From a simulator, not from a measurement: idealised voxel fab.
process module | voxel local oxidation
cross-section cut | 170 nm wide | cells 5 nm
A cross-section is a grid of square cells, given in bands from the top down. A band is one or more rows of cells.
Each band's line starts with the height of the band's top and of its bottom, in nm. Then come its materials from left to right, each with its width in nm. One material with "throughout" fills the band from edge to edge. "air" is empty space.
Height 0 is the level under which the wafer as received is all one material. The lowest band goes on downwards, as in "0 down".
A width such as "30 to 40" changes by the same amount from each row of cells to the next, from the band's top row to its bottom row.
"no change" after a step means that no cell of the cross-section changed.
closed voids: empty space of 8 cells or more with no open way to the top, each as width x height at its distance from the left edge, in nm
after a step's settings: what the simulator itself notes on the step
overlay nm, on a step with a mask: how far to the right of its planned place the mask lay; to the left if negative
plan
1 op RECEIVE | material Si
2 op CONFORMAL_DEP | material SiO2 | thk nm 5
3 op CONFORMAL_DEP | material SiN | thk nm 10
4 op PATTERN | tone cover | mask id ACTIVE | material resist | width nm 95 | thk nm 15 | overlay nm 0
5 op DIRECTIONAL_ETCH | etch materials SiN | depth nm 10
6 op STRIP | etch materials resist
7 op SELECTIVE_ETCH | etch materials SiO2 | depth nm 5
8 op OXIDIZE | depth nm 15
9 op STRIP | etch materials SiN
first wafer, as planned
as received, after step 1
  0 down: Si throughout
  closed voids: none
after step 2
  5 to 0: SiO2 throughout
  below 0: unchanged
after step 3
  15 to 5: SiN throughout
  below 5: unchanged
after step 4
  30 to 15: air 35 | resist 95 | air 40
  below 15: unchanged
after step 5
  30 to 15: air 35 | resist 95 | air 40
  15 to 5: air 35 | SiN 95 | air 40
  below 5: unchanged
after step 6
  15 to 5: air 35 | SiN 95 | air 40
  below 5: unchanged
after step 7
  15 to 5: air 35 | SiN 95 | air 40
  5 to 0: air 40 | SiO2 85 | air 45
  below 0: unchanged
after step 8
  15 to 5: air 35 | SiN 95 | air 40
  5 to 0: air 40 | SiO2 85 | air 45
  0 to -15: SiO2 55 | Si 55 | SiO2 60
  below -15: unchanged
after step 9
  5 to 0: air 40 | SiO2 85 | air 45
  below 0: unchanged
second wafer: like start, like plan, one mistake. Through step 2 it matches the first wafer
when step 3 should have ended
  15 to 0: SiO2 throughout
  below 0: unchanged
when step 4 should have ended
  30 to 15: air 35 | resist 95 | air 40
  below 15: unchanged
when step 5 should have ended: no change
when step 6 should have ended
  15 to 0: SiO2 throughout
  below 0: unchanged
when step 7 should have ended
  10 to 0: SiO2 throughout
  below 0: unchanged
when step 8 should have ended: no change
when step 9 should have ended: no change
what went wrong: step 3 ran as: op CONFORMAL_DEP | material SiO2 | thk nm 10
at the end the second wafer has, in cells: 69 more of Si | 18 fewer of SiO2
